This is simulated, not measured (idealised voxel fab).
This section sets out a process module, namely voxel released beams.
In the cross-section labelled cut, the width is 220 nm and each square cell is 5 nm.
A cross-section is a grid of square cells, given in bands from the top down. A band is one or more rows of cells.
Look at the band entry: it leads with the top's height and the bottom's height in nm. Then it lists the materials left to right, with a width in nm for each. The word "everywhere" on a single material says that material fills the band edge to edge. The word "blank" is empty space.
A quick word on heights: they are counted from 0, and under that level the wafer as it came to us is one material throughout. The lowest band is different from the rest in having no bottom; it simply continues downward, written as in "0..down".
Width "30..40": first value at the band's top row of cells, second value at its bottom row, equal change from row to row.
"stayed the same" after a step means that no cell of the cross-section changed.
"Listed closed voids" enumerates empty spaces isolated from the top, with no open way to it, that contain at least 8 cells, giving each as width x height at distance from the left edge, all three in nm.
Past the settings on a step's line: simulator remark, on that step.
overlay nm: how far to the right of its planned place the mask lay on this masked step (negative: to the left).

Process steps (planned):
step 1: RECEIVE (material Si)
step 2: CONFORMAL_DEP (material Al2O3; thk nm 10)
step 3: DIRECTIONAL_DEP (material SiO2; thk nm 20)
step 4: DIRECTIONAL_DEP (material aC; thk nm 10)
step 5: PATTERN (tone open; mask id ANCHOR; material resist; width nm 45; thk nm 25; overlay nm 0)
step 6: DIRECTIONAL_ETCH (etch materials aC; depth nm 10)
step 7: STRIP (etch materials resist)
step 8: DIRECTIONAL_ETCH (etch materials SiO2; depth nm 20)
step 9: STRIP (etch materials aC)
step 10: CONFORMAL_DEP (material polySi; thk nm 15)
step 11: PATTERN (tone cover; mask id BEAM; material resist; width nm 130; thk nm 15; overlay nm 0)
step 12: DIRECTIONAL_ETCH (etch materials polySi; depth nm 15)
step 13: STRIP (etch materials resist)
step 14: STRIP (etch materials SiO2)

Step 1 complete: cross-section of the wafer as received:
* 0..down = Si everywhere
* Listed closed voids: none

Module complete, cross-section. Starting point and plan per above. One mistake made in running the module:
* 60..45 = 40 of blank, 130 of polySi, 50 of blank
* 45..30 = polySi everywhere
* 30..10 = 45 of SiO2, 45 of polySi, 130 of SiO2
* 10..0 = Al2O3 everywhere
* 0..down = Si everywhere
* Listed closed voids: none
Where did the run depart from the plan? the plan had its step 10 run twice
